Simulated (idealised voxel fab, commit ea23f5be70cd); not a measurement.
The following process module bears the name voxel capacitor over wiring.
Each square cell in cross-section cut measures 5 nm, and the section as a whole is 270 nm wide.
The cross-sections in this document take the form of a grid made of square cells. They are written out as bands, in order from top to bottom. Each band consists of one or more rows of cells.
This entry defines a band. It first specifies the height of the band's top and the height of its bottom in nm, and then specifies the band's materials from left to right, stating each material with its width in nm. The word "full width" identifies a single material that fills the band from edge to edge, while the word "blank" identifies empty space.
Height 0 is the level under which the wafer as received is all one material. The lowest band goes on downwards, as in "0 and below".
Width: "30 to 40" (first number = top row, second number = bottom row, same change from row to row of cells).
Where a step carries "identical to before", the cross-section came out of it unchanged, cell for cell.
What "Closed internal voids" gives you is every empty space of 8 cells or more that is cut off from the top. Each appears as width x height at distance, with the distance taken from the left edge and width, height and distance all in nm.
Past the settings on a step's line: simulator remark, on that step.
Regarding "overlay nm": on a step with a mask, it is the distance the mask lay to the right of its planned place; a negative value places it to the left.
[Listed below are the process steps as planned]
1 RECEIVE with material Si
2 CONFORMAL_DEP with material SiO2, thk nm 10
3 DIRECTIONAL_DEP with material TiN, thk nm 5
4 DIRECTIONAL_DEP with material W, thk nm 15
5 MASKED_ETCH with tone cover, mask id METAL_1, width nm 25, pitch nm 95, etch materials W, depth nm 15, overlay nm 0
6 MASKED_ETCH with tone cover, mask id METAL_1, width nm 25, pitch nm 95, etch materials TiN, depth nm 5, overlay nm 0
7 CONFORMAL_DEP with material SiCN, thk nm 5
8 FILL_DEP with material lowk, thk nm 10
9 CMP with height nm 30
10 CONFORMAL_DEP with material SiCN, thk nm 5
11 DIRECTIONAL_DEP with material SiO2, thk nm 10
12 DIRECTIONAL_DEP with material aC, thk nm 15
13 PATTERN with tone open, mask id PLUG_1, material resist, width nm 15, thk nm 30, overlay nm 0
14 DIRECTIONAL_ETCH with etch materials aC, depth nm 15
15 STRIP with etch materials resist
16 DIRECTIONAL_ETCH with etch materials SiO2, depth nm 10
17 DIRECTIONAL_ETCH with etch materials SiCN, depth nm 5
18 STRIP with etch materials aC
19 EPI with material Ru, thk nm 10
20 EPI with material Ru, thk nm 5
21 DIRECTIONAL_DEP with material TiN, thk nm 10
22 DIRECTIONAL_DEP with material HfO2, thk nm 5
23 DIRECTIONAL_DEP with material TiN, thk nm 5
24 MASKED_ETCH with tone cover, mask id UPPER_PLATE, width nm 75, etch materials TiN, depth nm 5, overlay nm 0
25 MASKED_ETCH with tone cover, mask id UPPER_PLATE, width nm 65, etch materials HfO2, depth nm 5, overlay nm 0
26 DIRECTIONAL_DEP with material aC, thk nm 10
27 PATTERN with tone cover, mask id LOWER_PLATE, material resist, width nm 85, thk nm 25, overlay nm 0
28 DIRECTIONAL_ETCH with etch materials aC, depth nm 10
29 STRIP with etch materials resist
30 DIRECTIONAL_ETCH with etch materials TiN, depth nm 10
31 STRIP with etch materials aC
32 FILL_DEP with material SiO2, thk nm 20
33 CMP with height nm 80
34 PATTERN with tone open, mask id PLUG_2, material resist, width nm 15, thk nm 20, overlay nm 0
35 DIRECTIONAL_ETCH with etch materials SiO2, depth nm 15
36 STRIP with etch materials resist
37 CONFORMAL_DEP with material TiN, thk nm 5
38 FILL_DEP with material W, thk nm 10
39 CMP with height nm 80
40 CONFORMAL_DEP with material SiN, thk nm 5
Split variable: width nm, step 25. Plan value = first wafer. Wafers start alike.
[First of several wafers, received after step 1, in cross-section]
	0 and below  Si full width
	Closed internal voids: none
[What follows is a table in which each wafer occupies a row; for the wafer as it stands at the close of the module, the row states, material by material, how many cells have been gained (+) or lost (-) since receipt, and then gives its closed voids]
width nm 65; +15 HfO2; +9 Ru; +107 SiCN; +54 SiN; +515 SiO2; +66 TiN; +32 W; +120 lowk; Closed internal voids: none
width nm 70; +15 HfO2; +9 Ru; +107 SiCN; +54 SiN; +515 SiO2; +66 TiN; +32 W; +120 lowk; Closed internal voids: none
width nm 75; +15 HfO2; +9 Ru; +107 SiCN; +54 SiN; +515 SiO2; +66 TiN; +32 W; +120 lowk; Closed internal voids: none
width nm 80; +16 HfO2; +9 Ru; +107 SiCN; +54 SiN; +514 SiO2; +66 TiN; +32 W; +120 lowk; Closed internal voids: none
width nm 85; +17 HfO2; +9 Ru; +107 SiCN; +54 SiN; +513 SiO2; +66 TiN; +32 W; +120 lowk; Closed internal voids: none
width nm 90; +18 HfO2; +9 Ru; +107 SiCN; +54 SiN; +510 SiO2; +68 TiN; +32 W; +120 lowk; Closed internal voids: none
